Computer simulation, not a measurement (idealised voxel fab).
process module | voxel capacitor over wiring
cross-section cut | 280 nm wide | cells 5 nm
A cross-section is a grid of square cells, given in bands from the top down. A band is one or more rows of cells.
Each band's line starts with the height of the band's top and of its bottom, in nm. Then come its materials from left to right, each with its width in nm. One material with "throughout" fills the band from edge to edge. "air" is empty space.
Height 0 is the level under which the wafer as received is all one material. The lowest band goes on downwards, as in "0 down".
A width such as "30 to 40" changes by the same amount from each row of cells to the next, from the band's top row to its bottom row.
"no change" after a step means that no cell of the cross-section changed.
closed voids: empty space of 8 cells or more with no open way to the top, each as width x height at its distance from the left edge, in nm
after a step's settings: what the simulator itself notes on the step
overlay nm, on a step with a mask: how far to the right of its planned place the mask lay; to the left if negative
plan
1 op RECEIVE | material Si
2 op CONFORMAL_DEP | material SiO2 | thk nm 10
3 op DIRECTIONAL_DEP | material TiN | thk nm 5
4 op DIRECTIONAL_DEP | material Ru | thk nm 15
5 op PATTERN | tone cover | mask id METAL_1 | material resist | width nm 25 | pitch nm 80 | thk nm 20 | overlay nm 0
6 op DIRECTIONAL_ETCH | etch materials Ru | depth nm 15
7 op DIRECTIONAL_ETCH | etch materials TiN | depth nm 5
8 op STRIP | etch materials resist
9 op CONFORMAL_DEP | material SiN | thk nm 5
10 op FILL_DEP | material SiO2 | thk nm 10
11 op CMP | height nm 30
12 op CONFORMAL_DEP | material SiCN | thk nm 5
13 op DIRECTIONAL_DEP | material lowk | thk nm 10
14 op DIRECTIONAL_DEP | material aC | thk nm 15
15 op PATTERN | tone open | mask id PLUG_1 | material resist | width nm 15 | thk nm 35 | overlay nm 0
16 op DIRECTIONAL_ETCH | etch materials aC | depth nm 15
17 op STRIP | etch materials resist
18 op DIRECTIONAL_ETCH | etch materials lowk | depth nm 10
19 op DIRECTIONAL_ETCH | etch materials SiCN | depth nm 5
20 op STRIP | etch materials aC
21 op CONFORMAL_DEP | material TiN | thk nm 5
22 op FILL_DEP | material W | thk nm 10
23 op CMP | height nm 45
24 op DIRECTIONAL_DEP | material TiN | thk nm 10
25 op DIRECTIONAL_DEP | material Al2O3 | thk nm 5
26 op DIRECTIONAL_DEP | material TiN | thk nm 10
27 op PATTERN | tone cover | mask id UPPER_PLATE | material resist | width nm 60 | thk nm 15 | overlay nm 0
28 op DIRECTIONAL_ETCH | etch materials TiN | depth nm 10
29 op DIRECTIONAL_ETCH | etch materials Al2O3 | depth nm 5
30 op STRIP | etch materials resist
31 op MASKED_ETCH | tone cover | mask id LOWER_PLATE | width nm 70 | etch materials TiN | depth nm 10 | overlay nm 0
32 op FILL_DEP | material SiO2 | thk nm 20
33 op CMP | height nm 85
34 op PATTERN | tone open | mask id PLUG_2 | material resist | width nm 15 | thk nm 15 | overlay nm 0
35 op DIRECTIONAL_ETCH | etch materials SiO2 | depth nm 15
36 op STRIP | etch materials resist
37 op CONFORMAL_DEP | material TiN | thk nm 5
38 op FILL_DEP | material Ru | thk nm 10
39 op CMP | height nm 85
40 op CONFORMAL_DEP | material SiCN | thk nm 5
varied across the wafers: width nm of step 15. The plan shows the first wafer's value. All wafers start alike
first wafer as received, after step 1
  0 down: Si throughout
  closed voids: none
first wafer at the end, after step 40
  90 to 85: SiCN throughout
  85 to 75: SiO2 105 | TiN 5 | Ru 5 | TiN 5 | SiO2 160
  75 to 70: SiO2 105 | TiN 15 | SiO2 160
  70 to 60: SiO2 95 | TiN 60 | SiO2 125
  60 to 55: SiO2 95 | Al2O3 60 | SiO2 125
  55 to 45: SiO2 90 | TiN 70 | SiO2 120
  45 to 35: lowk 95 | TiN 5 | W 5 | TiN 5 | lowk 170
  35 to 30: SiCN 95 | TiN 15 | SiCN 170
  30 to 15: SiO2 80 | SiN 5 | Ru 25 | SiN 5 | SiO2 45 | SiN 5 | Ru 25 | SiN 5 | SiO2 85
  15 to 10: SiN 85 | TiN 25 | SiN 55 | TiN 25 | SiN 90
  10 to 0: SiO2 throughout
  0 down: Si throughout
  closed voids: none
last wafer at the end
  90 to 85: SiCN throughout
  85 to 75: SiO2 105 | TiN 5 | Ru 5 | TiN 5 | SiO2 160
  75 to 70: SiO2 105 | TiN 15 | SiO2 160
  70 to 60: SiO2 95 | TiN 60 | SiO2 125
  60 to 55: SiO2 95 | Al2O3 60 | SiO2 125
  55 to 45: SiO2 90 | TiN 70 | SiO2 120
  45 to 35: lowk 90 | TiN 5 | W 20 | TiN 5 | lowk 160
  35 to 30: SiCN 90 | TiN 30 | SiCN 160
  30 to 15: SiO2 80 | SiN 5 | Ru 25 | SiN 5 | SiO2 45 | SiN 5 | Ru 25 | SiN 5 | SiO2 85
  15 to 10: SiN 85 | TiN 25 | SiN 55 | TiN 25 | SiN 90
  10 to 0: SiO2 throughout
  0 down: Si throughout
  closed voids: none
each wafer at the end: cells of each material gained (+) or lost (-) since it was received, then its closed voids
width nm 15 | +12 Al2O3 | +32 Ru | +109 SiCN | +58 SiN | +613 SiO2 | +76 TiN | +2 W | +106 lowk | closed voids: none
width nm 20 | +12 Al2O3 | +32 Ru | +108 SiCN | +58 SiN | +613 SiO2 | +77 TiN | +4 W | +104 lowk | closed voids: none
width nm 25 | +12 Al2O3 | +32 Ru | +107 SiCN | +58 SiN | +613 SiO2 | +78 TiN | +6 W | +102 lowk | closed voids: none
width nm 30 | +12 Al2O3 | +32 Ru | +106 SiCN | +58 SiN | +613 SiO2 | +79 TiN | +8 W | +100 lowk | closed voids: none
